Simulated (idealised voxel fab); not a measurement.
process module | voxel wiring stack
cross-section cut | 195 nm wide | cells 5 nm
A cross-section is a grid of square cells, given in bands from the top down. A band is one or more rows of cells.
Each band's line starts with the height of the band's top and of its bottom, in nm. Then come its materials from left to right, each with its width in nm. One material with "throughout" fills the band from edge to edge. "air" is empty space.
Height 0 is the level under which the wafer as received is all one material. The lowest band goes on downwards, as in "0 down".
A width such as "30 to 40" changes by the same amount from each row of cells to the next, from the band's top row to its bottom row.
"no change" after a step means that no cell of the cross-section changed.
closed voids: empty space of 8 cells or more with no open way to the top, each as width x height at its distance from the left edge, in nm
after a step's settings: what the simulator itself notes on the step
overlay nm, on a step with a mask: how far to the right of its planned place the mask lay; to the left if negative
plan
1 op RECEIVE | material Si
2 op CONFORMAL_DEP | material SiO2 | thk nm 15
3 op DIRECTIONAL_DEP | material TiN | thk nm 5
4 op DIRECTIONAL_DEP | material W | thk nm 20
5 op MASKED_ETCH | tone cover | mask id METAL_1 | width nm 25 | pitch nm 55 | etch materials W | depth nm 20 | overlay nm 0
6 op MASKED_ETCH | tone cover | mask id METAL_1 | width nm 25 | pitch nm 55 | etch materials TiN | depth nm 5 | overlay nm 0
7 op CONFORMAL_DEP | material SiN | thk nm 5
8 op FILL_DEP | material lowk | thk nm 5
9 op CMP | height nm 40
10 op CONFORMAL_DEP | material SiCN | thk nm 5
11 op DIRECTIONAL_DEP | material SiO2 | thk nm 15
12 op DIRECTIONAL_DEP | material aC | thk nm 10
13 op PATTERN | tone open | mask id PLUG_1 | material resist | width nm 15 | thk nm 25 | overlay nm 0
14 op DIRECTIONAL_ETCH | etch materials aC | depth nm 10
15 op STRIP | etch materials resist
16 op DIRECTIONAL_ETCH | etch materials SiO2 | depth nm 15
17 op DIRECTIONAL_ETCH | etch materials SiCN | depth nm 5
18 op STRIP | etch materials aC
19 op EPI | material Ru | thk nm 10
20 op EPI | material Ru | thk nm 10
21 op CONFORMAL_DEP | material SiN | thk nm 5
22 op DIRECTIONAL_DEP | material SiO2 | thk nm 25
23 op PATTERN | tone open | mask id METAL_2 | material resist | width nm 25 | pitch nm 55 | thk nm 15 | overlay nm 0
24 op DIRECTIONAL_ETCH | etch materials SiO2 | depth nm 25
25 op DIRECTIONAL_ETCH | etch materials SiN | depth nm 5
26 op STRIP | etch materials resist
27 op CONFORMAL_DEP | material TiN | thk nm 5
28 op FILL_DEP | material W | thk nm 10
29 op CMP | height nm 90
30 op CONFORMAL_DEP | material SiN | thk nm 5
as received, after step 1
  0 down: Si throughout
  closed voids: none
a wafer at the end: this start, this plan, one mistake
  110 to 105: SiN throughout
  105 to 95: W throughout
  95 to 90: TiN 60 | W 15 | TiN 40 | W 15 | TiN 65
  90 to 65: SiO2 55 | TiN 5 | W 15 | TiN 5 | SiO2 30 | TiN 5 | W 15 | TiN 5 | SiO2 60
  65 to 60: SiN 55 | TiN 25 | SiN 30 | TiN 25 | SiN 60
  60 to 45: SiO2 55 | Ru 15 | SiO2 125
  45 to 40: SiCN 55 | Ru 15 | SiCN 125
  40 to 20: lowk 50 | SiN 5 | W 25 | SiN 5 | lowk 20 | SiN 5 | W 25 | SiN 5 | lowk 55
  20 to 15: SiN 55 | TiN 25 | SiN 30 | TiN 25 | SiN 60
  15 to 0: SiO2 throughout
  0 down: Si throughout
  closed voids: none
what went wrong: step 29 was left out
